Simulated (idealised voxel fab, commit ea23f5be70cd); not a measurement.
A process module follows: voxel lift off.
Displayed cross-section: cut, width of 165 nm, square cells sized 5 nm.
In what follows, cross-sections appear as grids of square cells, described through bands that run from the top down, where every band is one or more rows of cells. Quick guide to a band line: top height, bottom height (nm) up front; then every material left to right with its width in nm. Only one material and it's marked "all across"? Then it fills the band edge to edge. And "blank" just means empty space. Counting heights begins at 0, where everything beneath is, in the wafer as received, one material. The lowest band has no bottom; it goes on downwards, as "0 and below" shows. A width given as "30..40" starts at the first number in the band's top row and ends at the second number in its bottom row, shifting by an equal amount at every step from row to row. "same as before" means the step left every cell of the cross-section as it was. "Enclosed cavities" lists enclosed empty spaces (at least 8 cells, no open path upward to the top), each as width x height at distance from the left edge, in nm. On each step's line, the part that comes after the settings is the simulator's own comment on the step. overlay nm: right-of-plan distance of the mask on a masked step; negative values mean left-of-plan.

# These are the steps we planned for the process
1. RECEIVE [material Si]
2. CONFORMAL_DEP [material Al2O3] [thk nm 5]
3. PATTERN [tone open] [mask id LINES] [material resist] [width nm 15] [pitch nm 45] [thk nm 20] [overlay nm 0]
4. DIRECTIONAL_DEP [material Ru] [thk nm 5]
5. STRIP [etch materials resist]
6. CONFORMAL_DEP [material SiCN] [thk nm 5]

# Cross-sectional view of the wafer in its as-received condition, corresponding to the state after step 1
* 0 and below: Si all across
* Enclosed cavities: none

# End-of-module XS, first of two wafers, run as planned
* 15 down to 10: 45 nm blank, then 25 nm SiCN, then 20 nm blank, then 25 nm SiCN, then 50 nm blank
* 10 down to 5: 50 nm SiCN, then 15 nm Ru, then 30 nm SiCN, then 15 nm Ru, then 55 nm SiCN
* 5 down to 0: Al2O3 all across
* 0 and below: Si all across
* Enclosed cavities: none

# Same start, same plan as the first wafer - but one mistake in the run. Cross-section of the second of the two at the end of the module
* 25 down to 20: 35 nm blank, then 90 nm SiCN, then 40 nm blank
* 20 down to 10: SiCN all across
* 10 down to 5: 50 nm SiCN, then 15 nm Ru, then 30 nm SiCN, then 15 nm Ru, then 55 nm SiCN
* 5 down to 0: Al2O3 all across
* 0 and below: Si all across
* Enclosed cavities: none
What broke from the plan during processing? planned and actual differ for step 6; actual: CONFORMAL_DEP [material SiCN] [thk nm 15]
Per the end-of-run cell counts, the second wafer holds more or fewer of some materials than the first: SiCN +74
